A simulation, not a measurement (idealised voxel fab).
Herein follows the process module entitled voxel self aligned vias.
Cross-section cut spans 285 nm and uses square cells 5 nm in size.
Heads up, the way a cross-section reads in here is a grid of square cells, handed over as bands from the top down, with every band being one or more rows of cells. Band: top and bottom heights (nm) first, top before bottom; then materials from left to right, widths in nm. "all across" marks a sole material filling the band edge to edge. "empty" denotes empty space. Ref level 0: as-received wafer is one material below here. Bottom band extends down with no lower bound ("top 0, no bottom"). A width such as "30..40" changes by the same amount from each row of cells to the next, from the band's top row to its bottom row. No cell of the cross-section changed in a step that is given as "left unchanged". Basically, "closed voids" tells you about the enclosed voids: empty spaces with no open way to the top, 8 cells or bigger, each written width x height at distance, where distance is from the left edge, all in nm. The remark found on a step's line after its settings is issued by the simulator itself and pertains to that step. What "overlay nm" on a step's line means: if the step has a mask, that mask lay this far to the right of its planned place, or, when the value is negative, to the left.
The planned process steps are enumerated hereunder
- 1: RECEIVE,material Si
- 2: CONFORMAL_DEP,material SiO2,thk nm 15
- 3: CONFORMAL_DEP,material SiCN,thk nm 5
- 4: DIRECTIONAL_DEP,material SiO2,thk nm 25
- 5: DIRECTIONAL_DEP,material aC,thk nm 10
- 6: PATTERN,tone open,mask id LINES,material resist,width nm 20,pitch nm 55,thk nm 30,overlay nm -15
- 7: DIRECTIONAL_ETCH,etch materials aC,depth nm 10
- 8: STRIP,etch materials resist
- 9: DIRECTIONAL_ETCH,etch materials SiO2,depth nm 25
- 10: STRIP,etch materials aC
- 11: CONFORMAL_DEP,material TiN,thk nm 5
- 12: FILL_DEP,material Ru,thk nm 5
- 13: CMP,height nm 45
- 14: SELECTIVE_ETCH,etch materials W Ru TiN,depth nm 10
- 15: FILL_DEP,material SiN,thk nm 10
- 16: CMP,height nm 45
- 17: DIRECTIONAL_DEP,material SiO2,thk nm 20
- 18: PATTERN,tone open,mask id VIAS,material resist,width nm 30,pitch nm 55,thk nm 15,overlay nm 0
- 19: DIRECTIONAL_ETCH,etch materials SiO2,depth nm 20
- 20: DIRECTIONAL_ETCH,etch materials SiN,depth nm 10
- 21: STRIP,etch materials resist
- 22: CONFORMAL_DEP,material TiN,thk nm 5
- 23: FILL_DEP,material W,thk nm 10
- 24: CMP,height nm 65
- 25: CONFORMAL_DEP,material SiN,thk nm 5
What sets these wafers apart? The overlay nm at step 6. They all start alike, and the plan carries the first wafer's value.
Step 1 complete: as-received cross-section of the first of several wafers
> top 0, no bottom: Si all across
> closed voids: none
Basically each wafer gets a line in the table, showing it at the end of the module: material by material, the cells it gained (+) or lost (-) since we got it, then its closed voids
overlay nm -15, +12 Ru, +57 SiCN, +69 SiN, +552 SiO2, +72 TiN, +36 W, closed voids: none
overlay nm -10, +12 Ru, +57 SiCN, +63 SiN, +552 SiO2, +72 TiN, +42 W, closed voids: none
overlay nm -5, +12 Ru, +57 SiCN, +57 SiN, +552 SiO2, +72 TiN, +48 W, closed voids: none
overlay nm 0, +12 Ru, +57 SiCN, +57 SiN, +552 SiO2, +72 TiN, +48 W, closed voids: none
overlay nm 5, +12 Ru, +57 SiCN, +57 SiN, +552 SiO2, +72 TiN, +48 W, closed voids: none
overlay nm 10, +12 Ru, +57 SiCN, +63 SiN, +552 SiO2, +72 TiN, +42 W, closed voids: none
overlay nm 15, +12 Ru, +57 SiCN, +69 SiN, +552 SiO2, +72 TiN, +36 W, closed voids: none
